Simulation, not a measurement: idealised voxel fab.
Process module name: voxel air gaps
This is section cut - it's 185 nm across, gridded in 5 nm square cells.
Cross-section format: a grid of square cells, given as bands from top to bottom; each band is one or more rows of cells. This entry defines a band. It first specifies the height of the band's top and the height of its bottom in nm, and then specifies the band's materials from left to right, stating each material with its width in nm. The word "all across" identifies a single material that fills the band from edge to edge, while the word "empty" identifies empty space. Zero point of the height axis is 0; under it, received wafer = one material. Lowest band: continues down indefinitely, "0 nm and below". The expression "30 to 40" gives the width at the extremes of the band, the first number at its top row of cells and the second at its bottom row, with the width changing by equal amounts from each row to the next in between. The designation "nothing different", where it is given for a processing step, indicates that no cell of the cross-section was altered in the course of that step. This entry, "Closed cavities", enumerates those empty regions of no fewer than 8 cells that possess no open connection to the top. Each region is reported in the form width x height at distance, the distance being taken from the left edge, with all three quantities expressed in nm. Past the settings on a step's line: simulator remark, on that step. On any step carrying a mask, the "overlay nm" setting, if present on the step's line, tells how far right of its planned place the mask lay; negative values point to the left.

-- Intended process steps
1,RECEIVE: material Si
2,CONFORMAL_DEP: material SiO2, thk nm 10
3,CONFORMAL_DEP: material SiN, thk nm 5
4,DIRECTIONAL_DEP: material lowk, thk nm 40
5,MASKED_ETCH: tone open, mask id LINES, width nm 20, pitch nm 50, etch materials lowk, depth nm 40, overlay nm 0
6,CONFORMAL_DEP: material TiN, thk nm 5
7,FILL_DEP: material Cu, thk nm 10
8,CMP: height nm 55
9,EPI: material Ru, thk nm 10
10,SELECTIVE_ETCH: etch materials lowk, depth nm 50
11,CONFORMAL_DEP: material SiCN, thk nm 5

-- Step 1 complete: cross-section of the wafer as received
	0 nm and below = Si all across
	Closed cavities: none

-- First of two wafers: cross-section at end of module, run per plan
	70 nm to 65 nm = 15 nm empty  150 nm SiCN  20 nm empty
	65 nm to 55 nm = 15 nm empty  5 nm SiCN  40 nm Ru  10 nm SiCN  40 nm Ru  10 nm SiCN  40 nm Ru  5 nm SiCN  20 nm empty
	55 nm to 50 nm = 15 nm empty  15 nm SiCN  5 nm TiN  10 nm Cu  5 nm TiN  30 nm SiCN  5 nm TiN  10 nm Cu  5 nm TiN  30 nm SiCN  5 nm TiN  10 nm Cu  5 nm TiN  15 nm SiCN  20 nm empty
	50 nm to 20 nm = 25 nm empty  5 nm SiCN  5 nm TiN  10 nm Cu  5 nm TiN  5 nm SiCN  20 nm empty  5 nm SiCN  5 nm TiN  10 nm Cu  5 nm TiN  5 nm SiCN  20 nm empty  5 nm SiCN  5 nm TiN  10 nm Cu  5 nm TiN  5 nm SiCN  30 nm empty
	20 nm to 15 nm = 30 nm SiCN  20 nm TiN  30 nm SiCN  20 nm TiN  30 nm SiCN  20 nm TiN  35 nm SiCN
	15 nm to 10 nm = SiN all across
	10 nm to 0 nm = SiO2 all across
	0 nm and below = Si all across
	Closed cavities: 20 x 30 at 55; 20 x 30 at 105

-- second wafer at the end: like start, like plan, one mistake
	70 nm to 65 nm = 25 nm empty  150 nm SiCN  10 nm empty
	65 nm to 55 nm = 25 nm empty  5 nm SiCN  40 nm Ru  10 nm SiCN  40 nm Ru  10 nm SiCN  40 nm Ru  5 nm SiCN  10 nm empty
	55 nm to 50 nm = 25 nm empty  15 nm SiCN  5 nm TiN  10 nm Cu  5 nm TiN  30 nm SiCN  5 nm TiN  10 nm Cu  5 nm TiN  30 nm SiCN  5 nm TiN  10 nm Cu  5 nm TiN  15 nm SiCN  10 nm empty
	50 nm to 20 nm = 35 nm empty  5 nm SiCN  5 nm TiN  10 nm Cu  5 nm TiN  5 nm SiCN  20 nm empty  5 nm SiCN  5 nm TiN  10 nm Cu  5 nm TiN  5 nm SiCN  20 nm empty  5 nm SiCN  5 nm TiN  10 nm Cu  5 nm TiN  5 nm SiCN  20 nm empty
	20 nm to 15 nm = 40 nm SiCN  20 nm TiN  30 nm SiCN  20 nm TiN  30 nm SiCN  20 nm TiN  25 nm SiCN
	15 nm to 10 nm = SiN all across
	10 nm to 0 nm = SiO2 all across
	0 nm and below = Si all across
	Closed cavities: 20 x 30 at 65; 20 x 30 at 115
Want to know what went wrong? step 5 ran with different settings than intended, the actual operation and settings being MASKED_ETCH: tone open, mask id LINES, width nm 20, pitch nm 50, etch materials lowk, depth nm 40, overlay nm 10
At the end, each material covers as many cells on the second wafer as it does on the first, though the cells it covers are elsewhere.
